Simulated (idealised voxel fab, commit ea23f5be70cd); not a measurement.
The document below concerns the process module designated voxel self aligned contacts.
Displayed cross-section: cut, width of 200 nm, square cells sized 5 nm.
Think of the cross-section as a grid of square cells. We describe it in bands, top to bottom, and each band covers one or more rows of those cells. Per band: top height and bottom height in nm, followed by the left-to-right materials and their widths in nm; "edge to edge" marks a single material spanning edge to edge, "blank" marks empty space. Height reference: 0 = level under which incoming wafer is all one material. Lowest band: no bottom, runs on downward, e.g. "0 -> down". So if you see something like "30->40" for the width, read it as the top row of the band sitting at the first number and the bottom row at the second, with every row in between moving by the same amount as the last. You'll sometimes find "no alteration" written for a step, and that's the way of saying that nowhere in the cross-section did a cell change during that step. Look at "Trapped cavities" for the closed voids: empty spaces with no open path to the top, sized 8 cells or up. Each is width x height at distance, distance from the left edge, all nm. Anything after a step's settings on that line? It's the simulator's own note about the step. "overlay nm" answers the question of how far to the right of plan the mask lay on a step that has a mask, and when it is negative the answer is to the left.

Process steps (planned)
1. RECEIVE (material Si)
2. OXIDIZE (depth nm 5)
3. DIRECTIONAL_DEP (material polySi; thk nm 25)
4. DIRECTIONAL_DEP (material SiN; thk nm 20)
5. MASKED_ETCH (tone cover; mask id GATE; width nm 25; pitch nm 70; etch materials SiN; depth nm 20; overlay nm 0)
6. MASKED_ETCH (tone cover; mask id GATE; width nm 25; pitch nm 70; etch materials polySi; depth nm 25; overlay nm 0)
7. CONFORMAL_DEP (material SiN; thk nm 10)
8. DIRECTIONAL_ETCH (etch materials SiN; depth nm 10)
9. FILL_DEP (material SiO2; thk nm 15)
10. CMP (height nm 55)
11. DIRECTIONAL_DEP (material aC; thk nm 10)
12. PATTERN (tone open; mask id CONTACT; material resist; width nm 55; pitch nm 70; thk nm 25; overlay nm 0)
13. DIRECTIONAL_ETCH (etch materials aC; depth nm 10)
14. STRIP (etch materials resist)
15. DIRECTIONAL_ETCH (etch materials SiO2; depth nm 60)
16. STRIP (etch materials aC)
17. CONFORMAL_DEP (material TiN; thk nm 5)
18. FILL_DEP (material W; thk nm 5)
19. CMP (height nm 55)
20. CONFORMAL_DEP (material SiCN; thk nm 5)

Wafer as received: cross-section following step 1
* 0 -> down: Si edge to edge
* Trapped cavities: none

First of two wafers at the end of the module, shown in cross-section; run carried out as planned
* 60 -> 55: SiCN edge to edge
* 55 -> 45: SiO2 (35)  TiN (5->20)  W (45->15)  TiN (5->20)  SiO2 (15)  TiN (5->20)  W (45->15)  TiN (5->20)  SiO2 (40)
* 45 -> 25: SiO2 (5)  SiN (45)  TiN (5)  W (15)  TiN (5)  SiN (45)  TiN (5)  W (15)  TiN (5)  SiN (45)  SiO2 (10)
* 25 -> 0: SiO2 (5)  SiN (10)  polySi (25)  SiN (10)  TiN (5)  W (15)  TiN (5)  SiN (10)  polySi (25)  SiN (10)  TiN (5)  W (15)  TiN (5)  SiN (10)  polySi (25)  SiN (10)  SiO2 (10)
* 0 -> -5: SiO2 (50)  TiN (25)  SiO2 (45)  TiN (25)  SiO2 (55)
* -5 -> down: Si edge to edge
* Trapped cavities: none

Presented here is a cross-section of the second of the two wafers as it stood at the end of the module. It was started in the same manner and assigned the same plan as the first wafer; however, one mistake was made in its execution
* 60 -> 55: SiCN edge to edge
* 55 -> 50: SiO2 (35)  TiN (20)  W (15)  TiN (20)  SiO2 (15)  TiN (20)  W (15)  TiN (20)  SiO2 (40)
* 50 -> 35: SiO2 (5)  SiN (45)  TiN (5)  W (15)  TiN (5)  SiN (45)  TiN (5)  W (15)  TiN (5)  SiN (45)  SiO2 (10)
* 35 -> 30: SiO2 (5)  SiN (45)  TiN (25)  SiN (45)  TiN (25)  SiN (45)  SiO2 (10)
* 30 -> 25: SiN edge to edge
* 25 -> 0: polySi edge to edge
* 0 -> -5: SiO2 edge to edge
* -5 -> down: Si edge to edge
* Trapped cavities: none
The plan and the run diverged here: step 4 was run on a setting that differed from the plan, and what really ran there is DIRECTIONAL_DEP (material SiN; thk nm 25)
Final cells, second wafer relative to first, materials higher or lower: SiN -20; SiO2 -23; TiN -28; W -54; polySi +125
